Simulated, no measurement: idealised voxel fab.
A process module follows: voxel transistor to metal.
Each square cell in cross-section cut measures 5 nm, and the section as a whole is 170 nm wide.
This document writes a cross-section as a grid whose cells are square, and gives it as bands, listed from the top down; one or more rows of cells form a band.
Band entry format. Leading values: height of top, height of bottom, nm. Remainder: materials in left-to-right order, each with its width in nm. Special words: "everywhere" on a single material, which then fills the band edge to edge; "blank", empty space.
We count height from 0. Below that, the starting wafer is all one material. The lowest band never ends at the bottom but goes on down; see "0 -> down" for how that is written.
Read "30 to 40" as a graded width: first number on top, second number at the bottom, same change between each pair of neighbouring rows.
"no alterations made", as given for a step, is the statement that not any cell of the cross-section underwent a change during that step.
In the "Closed void catalog" entry, you get each enclosed empty space of 8 cells or more, one with no open way to the top, written width x height at distance, distance from the left edge, in nm.
It should be noted that, on the line of a given step, the content following the step's settings is a remark produced by the simulator itself with respect to that step.
overlay nm, on a step with a mask: how far to the right of its planned place the mask lay; to the left if negative

## Set out below are the planned steps of the process
1,RECEIVE (material Si)
2,CONFORMAL_DEP (material SiO2; thk nm 5)
3,CONFORMAL_DEP (material SiN; thk nm 10)
4,DIRECTIONAL_DEP (material aC; thk nm 10)
5,PATTERN (tone cover; mask id ACTIVE; material resist; width nm 110; thk nm 25; overlay nm 0)
6,DIRECTIONAL_ETCH (etch materials aC; depth nm 10)
7,STRIP (etch materials resist)
8,DIRECTIONAL_ETCH (etch materials SiN; depth nm 10)
9,DIRECTIONAL_ETCH (etch materials SiO2; depth nm 5)
10,DIRECTIONAL_ETCH (etch materials Si; depth nm 20)
11,STRIP (etch materials aC)
12,FILL_DEP (material SiO2; thk nm 15)
13,CMP (height nm 15)
14,SELECTIVE_ETCH (etch materials SiO2; depth nm 5)
15,STRIP (etch materials SiN)
16,SELECTIVE_ETCH (etch materials SiO2; depth nm 5)
17,OXIDIZE (depth nm 5)
18,DIRECTIONAL_DEP (material polySi; thk nm 30)
19,DIRECTIONAL_DEP (material SiCN; thk nm 15)
20,MASKED_ETCH (tone cover; mask id GATE; width nm 30; etch materials SiCN; depth nm 25; overlay nm 0)
21,MASKED_ETCH (tone cover; mask id GATE; width nm 30; etch materials polySi; depth nm 40; overlay nm 0)
22,CONFORMAL_DEP (material SiN; thk nm 5)
23,DIRECTIONAL_ETCH (etch materials SiN; depth nm 5)
24,DIRECTIONAL_ETCH (etch materials SiO2; depth nm 5)
25,DIRECTIONAL_ETCH (etch materials Si; depth nm 15)
26,EPI (material pSi; thk nm 15)
27,FILL_DEP (material SiO2; thk nm 10)
28,CMP (height nm 30)
29,STRIP (etch materials polySi)
30,SELECTIVE_ETCH (etch materials SiO2; depth nm 5)
31,CONFORMAL_DEP (material HfO2; thk nm 5)
32,CONFORMAL_DEP (material TiN; thk nm 5)
33,FILL_DEP (material W; thk nm 5)
34,CMP (height nm 25)
35,DIRECTIONAL_DEP (material SiO2; thk nm 10)
36,PATTERN (tone open; mask id CONTACT; material resist; width nm 15; pitch nm 75; thk nm 20; overlay nm 0)
37,DIRECTIONAL_ETCH (etch materials SiO2; depth nm 40)
38,STRIP (etch materials resist)
39,CONFORMAL_DEP (material TiN; thk nm 5)
40,FILL_DEP (material Ru; thk nm 10)
41,CMP (height nm 35)
42,DIRECTIONAL_DEP (material TiN; thk nm 5)
43,DIRECTIONAL_DEP (material W; thk nm 25)
44,DIRECTIONAL_DEP (material aC; thk nm 15)
45,PATTERN (tone cover; mask id METAL_1; material resist; width nm 15; pitch nm 75; thk nm 30; overlay nm 0)
46,DIRECTIONAL_ETCH (etch materials aC; depth nm 15)
47,STRIP (etch materials resist)
48,DIRECTIONAL_ETCH (etch materials W; depth nm 25)
49,DIRECTIONAL_ETCH (etch materials TiN; depth nm 5)
50,STRIP (etch materials aC)
51,CONFORMAL_DEP (material SiCN; thk nm 5)
52,FILL_DEP (material lowk; thk nm 10)
53,CMP (height nm 65)
54,CONFORMAL_DEP (material SiCN; thk nm 5)

## Step 1 complete: cross-section of the wafer as received
> 0 -> down | Si everywhere
> Closed void catalog: none

## Here's the cross-section of the first of our two wafers at the end of the module - it ran as planned
> 70 -> 65 | SiCN everywhere
> 65 -> 40 | lowk (35), SiCN (5), W (15), SiCN (5), lowk (50), SiCN (5), W (15), SiCN (5), lowk (35)
> 40 -> 35 | SiCN (40), TiN (15), SiCN (60), TiN (15), SiCN (40)
> 35 -> 25 | SiO2 (40), TiN (5), Ru (5), TiN (5), SiO2 (60), TiN (5), Ru (5), TiN (5), SiO2 (40)
> 25 -> 15 | SiO2 (40), TiN (5), Ru (5), TiN (5), SiO2 (10), SiN (5), HfO2 (5), TiN (5), W (10), TiN (5), HfO2 (5), SiN (5), SiO2 (10), TiN (5), Ru (5), TiN (5), SiO2 (40)
> 15 -> 10 | SiO2 (40), TiN (15), SiO2 (10), SiN (5), HfO2 (5), TiN (5), W (10), TiN (5), HfO2 (5), SiN (5), SiO2 (10), TiN (15), SiO2 (40)
> 10 -> 5 | SiO2 (40), TiN (10), pSi (15), SiN (5), HfO2 (5), TiN (5), W (10), TiN (5), HfO2 (5), SiN (5), pSi (15), TiN (10), SiO2 (40)
> 5 -> 0 | SiO2 (25), SiN (5), SiO2 (10), TiN (10), pSi (15), SiN (5), HfO2 (5), TiN (20), HfO2 (5), SiN (5), pSi (15), TiN (10), SiO2 (10), SiN (5), SiO2 (25)
> 0 -> -5 | SiO2 (40), TiN (10), pSi (15), HfO2 (40), pSi (15), TiN (10), SiO2 (40)
> -5 -> -20 | SiO2 (30), pSi (35), Si (40), pSi (35), SiO2 (30)
> -20 -> down | Si everywhere
> Closed void catalog: none

## Cross-section at end of module for the second wafer of two, which matched the first in starting point and plan and differed by one mistake in its processing
> 70 -> 65 | SiCN everywhere
> 65 -> 40 | lowk (35), SiCN (5), W (15), SiCN (5), lowk (50), SiCN (5), W (15), SiCN (5), lowk (35)
> 40 -> 35 | SiCN (40), TiN (15), SiCN (60), TiN (15), SiCN (40)
> 35 -> 25 | SiO2 (40), TiN (5), Ru (5), TiN (5), SiO2 (60), TiN (5), Ru (5), TiN (5), SiO2 (40)
> 25 -> 15 | SiO2 (40), TiN (5), Ru (5), TiN (5), SiO2 (10), SiN (5), HfO2 (5), TiN (5), W (10), TiN (5), HfO2 (5), SiN (5), SiO2 (10), TiN (5), Ru (5), TiN (5), SiO2 (40)
> 15 -> 10 | SiO2 (40), TiN (15), SiO2 (10), SiN (5), HfO2 (5), TiN (5), W (10), TiN (5), HfO2 (5), SiN (5), SiO2 (10), TiN (15), SiO2 (40)
> 10 -> 5 | SiO2 (40), TiN (10), pSi (15), SiN (5), HfO2 (5), TiN (5), W (10), TiN (5), HfO2 (5), SiN (5), pSi (15), TiN (10), SiO2 (40)
> 5 -> 0 | SiO2 (25), SiN (5), SiO2 (10), TiN (10), pSi (15), SiN (5), HfO2 (5), TiN (20), HfO2 (5), SiN (5), pSi (15), TiN (10), SiO2 (10), SiN (5), SiO2 (25)
> 0 -> -5 | SiO2 (40), TiN (10), pSi (15), HfO2 (40), pSi (15), TiN (10), SiO2 (40)
> -5 -> -20 | SiO2 (30), pSi (15), SiO2 (5), pSi (15), Si (40), pSi (15), SiO2 (5), pSi (15), SiO2 (30)
> -20 -> -35 | Si (30), pSi (35), Si (40), pSi (35), Si (30)
> -35 -> down | Si everywhere
> Closed void catalog: none
Short version of what went wrong: the plan's step 25 ran twice
The final cell counts differ between the wafers, with the second having more or fewer of some materials than the first: -42 Si, +6 SiO2, +36 pSi
